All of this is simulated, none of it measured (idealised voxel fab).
The following process module bears the name voxel self aligned vias.
This is section cut - it's 300 nm across, gridded in 5 nm square cells.
How to read a cross-section here: the picture is a grid of square cells, written as bands going from the top down, and any band can span one or more rows of cells.
Quick guide to a band line: top height, bottom height (nm) up front; then every material left to right with its width in nm. Only one material and it's marked "all across"? Then it fills the band edge to edge. And "empty" just means empty space.
All heights in this document are referenced to 0, defined as the level beneath which the wafer, as received, consists entirely of one material. The lowest band is not bounded below; it extends indefinitely downward and is written in the form "z 0 and below".
Top row gets the first number, bottom row gets the second, and each row in between changes by the same step: that is how a band width like "30->40" works.
Reading "nothing was modified" for a step: not a cell of the cross-section changed in it.
Reported under the label "Listed closed voids" are the empty spaces having no open way to the top and comprising 8 cells or more; the notation for each is width x height at distance, in which the distance is measured from the left edge and all three values are in nm.
Past the settings on a step's line: simulator remark, on that step.
"overlay nm" on a masked step: distance the mask lay right of its planned place, negative for left.

[Below is the list of planned process steps]
1,RECEIVE (material Si)
2,CONFORMAL_DEP (material SiO2; thk nm 10)
3,CONFORMAL_DEP (material SiCN; thk nm 5)
4,DIRECTIONAL_DEP (material lowk; thk nm 20)
5,DIRECTIONAL_DEP (material aC; thk nm 15)
6,PATTERN (tone open; mask id LINES; material resist; width nm 25; pitch nm 50; thk nm 35; overlay nm -15)
7,DIRECTIONAL_ETCH (etch materials aC; depth nm 15)
8,STRIP (etch materials resist)
9,DIRECTIONAL_ETCH (etch materials lowk; depth nm 20)
10,STRIP (etch materials aC)
11,CONFORMAL_DEP (material TiN; thk nm 5)
12,FILL_DEP (material W; thk nm 5)
13,CMP (height nm 35)
14,SELECTIVE_ETCH (etch materials W Ru TiN; depth nm 5)
15,FILL_DEP (material SiN; thk nm 5)
16,CMP (height nm 35)
17,DIRECTIONAL_DEP (material lowk; thk nm 15)
18,DIRECTIONAL_DEP (material aC; thk nm 10)
19,PATTERN (tone open; mask id VIAS; material resist; width nm 35; thk nm 30; overlay nm 0)
20,DIRECTIONAL_ETCH (etch materials aC; depth nm 10)
21,STRIP (etch materials resist)
22,DIRECTIONAL_ETCH (etch materials lowk; depth nm 15)
23,DIRECTIONAL_ETCH (etch materials SiN; depth nm 5)
24,STRIP (etch materials aC)
25,CONFORMAL_DEP (material TiN; thk nm 5)
26,FILL_DEP (material Cu; thk nm 5)
27,CMP (height nm 50)
28,CONFORMAL_DEP (material SiN; thk nm 5)
For clarity, it should be stated that the wafers under discussion commence in an identical condition and differ with respect to the overlay nm of step 6, the plan indicating the value that the first wafer had.

[Cut through the first of several wafers as received, post step 1]
  z 0 and below = Si all across
  Listed closed voids: none

[Below, a row for every wafer. Read it as the end-of-module picture: for each material the wafer shows its cells gained (+) or lost (-) since it was received, and then its closed voids]
overlay nm -15; +11 Cu; +60 SiCN; +67 SiN; +120 SiO2; +31 TiN; +12 W; +359 lowk; Listed closed voids: none
overlay nm -10; +12 Cu; +60 SiCN; +66 SiN; +120 SiO2; +31 TiN; +12 W; +359 lowk; Listed closed voids: none
overlay nm -5; +13 Cu; +60 SiCN; +65 SiN; +120 SiO2; +31 TiN; +12 W; +359 lowk; Listed closed voids: none
overlay nm 0; +13 Cu; +60 SiCN; +65 SiN; +120 SiO2; +31 TiN; +12 W; +359 lowk; Listed closed voids: none
overlay nm 5; +13 Cu; +60 SiCN; +65 SiN; +120 SiO2; +31 TiN; +12 W; +359 lowk; Listed closed voids: none
overlay nm 10; +12 Cu; +60 SiCN; +66 SiN; +120 SiO2; +31 TiN; +12 W; +359 lowk; Listed closed voids: none
overlay nm 15; +11 Cu; +60 SiCN; +67 SiN; +120 SiO2; +31 TiN; +12 W; +359 lowk; Listed closed voids: none
